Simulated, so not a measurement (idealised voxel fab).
process module | voxel capacitor over wiring
cross-section cut | 220 nm wide | cells 5 nm
A cross-section is a grid of square cells, given in bands from the top down. A band is one or more rows of cells.
Each band's line starts with the height of the band's top and of its bottom, in nm. Then come its materials from left to right, each with its width in nm. One material with "throughout" fills the band from edge to edge. "air" is empty space.
Height 0 is the level under which the wafer as received is all one material. The lowest band goes on downwards, as in "0 down".
A width such as "30 to 40" changes by the same amount from each row of cells to the next, from the band's top row to its bottom row.
"no change" after a step means that no cell of the cross-section changed.
closed voids: empty space of 8 cells or more with no open way to the top, each as width x height at its distance from the left edge, in nm
after a step's settings: what the simulator itself notes on the step
overlay nm, on a step with a mask: how far to the right of its planned place the mask lay; to the left if negative
plan
1 op RECEIVE | material Si
2 op CONFORMAL_DEP | material SiO2 | thk nm 15
3 op DIRECTIONAL_DEP | material TiN | thk nm 5
4 op DIRECTIONAL_DEP | material W | thk nm 15
5 op DIRECTIONAL_DEP | material aC | thk nm 15
6 op PATTERN | tone cover | mask id METAL_1 | material resist | width nm 30 | pitch nm 90 | thk nm 30 | overlay nm 0
7 op DIRECTIONAL_ETCH | etch materials aC | depth nm 15
8 op STRIP | etch materials resist
9 op DIRECTIONAL_ETCH | etch materials W | depth nm 15
10 op DIRECTIONAL_ETCH | etch materials TiN | depth nm 5
11 op STRIP | etch materials aC
12 op CONFORMAL_DEP | material SiN | thk nm 5
13 op FILL_DEP | material SiO2 | thk nm 5
14 op CMP | height nm 35
15 op CONFORMAL_DEP | material SiCN | thk nm 5
16 op DIRECTIONAL_DEP | material SiO2 | thk nm 15
17 op PATTERN | tone open | mask id PLUG_1 | material resist | width nm 15 | thk nm 15 | overlay nm 0
18 op DIRECTIONAL_ETCH | etch materials SiO2 | depth nm 15
19 op DIRECTIONAL_ETCH | etch materials SiCN | depth nm 5
20 op STRIP | etch materials resist
21 op CONFORMAL_DEP | material TiN | thk nm 5
22 op FILL_DEP | material Cu | thk nm 10
23 op CMP | height nm 55
24 op DIRECTIONAL_DEP | material TiN | thk nm 10
25 op DIRECTIONAL_DEP | material Al2O3 | thk nm 5
26 op DIRECTIONAL_DEP | material TiN | thk nm 5
27 op PATTERN | tone cover | mask id UPPER_PLATE | material resist | width nm 65 | thk nm 15 | overlay nm 0
28 op DIRECTIONAL_ETCH | etch materials TiN | depth nm 5
29 op DIRECTIONAL_ETCH | etch materials Al2O3 | depth nm 5
30 op STRIP | etch materials resist
31 op DIRECTIONAL_DEP | material aC | thk nm 10
32 op PATTERN | tone cover | mask id LOWER_PLATE | material resist | width nm 75 | thk nm 25 | overlay nm 0
33 op DIRECTIONAL_ETCH | etch materials aC | depth nm 10
34 op STRIP | etch materials resist
35 op DIRECTIONAL_ETCH | etch materials TiN | depth nm 10
36 op STRIP | etch materials aC
37 op FILL_DEP | material SiO2 | thk nm 20
38 op CMP | height nm 90
39 op MASKED_ETCH | tone open | mask id PLUG_2 | width nm 15 | etch materials SiO2 | depth nm 15 | overlay nm 0
40 op CONFORMAL_DEP | material TiN | thk nm 5
41 op FILL_DEP | material W | thk nm 5
42 op CMP | height nm 90
43 op CONFORMAL_DEP | material SiCN | thk nm 5
as received, after step 1
  0 down: Si throughout
  closed voids: none
first wafer at the end, as planned
  95 to 90: SiCN throughout
  90 to 80: SiO2 75 | TiN 5 | W 5 | TiN 5 | SiO2 130
  80 to 70: SiO2 75 to 65 | TiN 15 to 65 | SiO2 130 to 90
  70 to 65: SiO2 65 | Al2O3 65 | SiO2 90
  65 to 55: SiO2 60 | TiN 75 | SiO2 85
  55 to 40: SiO2 65 | TiN 5 | Cu 5 | TiN 5 | SiO2 140
  40 to 35: SiCN 65 | TiN 15 | SiCN 140
  35 to 20: SiO2 45 | SiN 5 | W 30 | SiN 5 | SiO2 50 | SiN 5 | W 30 | SiN 5 | SiO2 45
  20 to 15: SiN 50 | TiN 30 | SiN 60 | TiN 30 | SiN 50
  15 to 0: SiO2 throughout
  0 down: Si throughout
  closed voids: none
second wafer at the end: like start, like plan, one mistake
  95 to 90: SiCN throughout
  90 to 80: SiO2 75 | TiN 5 | W 5 | TiN 5 | SiO2 130
  80 to 70: SiO2 75 | TiN 15 to 60 | SiO2 130 to 85
  70 to 65: SiO2 75 | Al2O3 65 | SiO2 80
  65 to 55: SiO2 60 | TiN 80 | SiO2 80
  55 to 40: SiO2 65 | TiN 5 | Cu 5 | TiN 5 | SiO2 140
  40 to 35: SiCN 65 | TiN 15 | SiCN 140
  35 to 20: SiO2 45 | SiN 5 | W 30 | SiN 5 | SiO2 50 | SiN 5 | W 30 | SiN 5 | SiO2 45
  20 to 15: SiN 50 | TiN 30 | SiN 60 | TiN 30 | SiN 50
  15 to 0: SiO2 throughout
  0 down: Si throughout
  closed voids: none
what went wrong: step 27 ran as: op PATTERN | tone cover | mask id UPPER_PLATE | material resist | width nm 65 | thk nm 15 | overlay nm 10
at the end the second wafer has, in cells: 1 fewer of SiO2 | 1 more of TiN
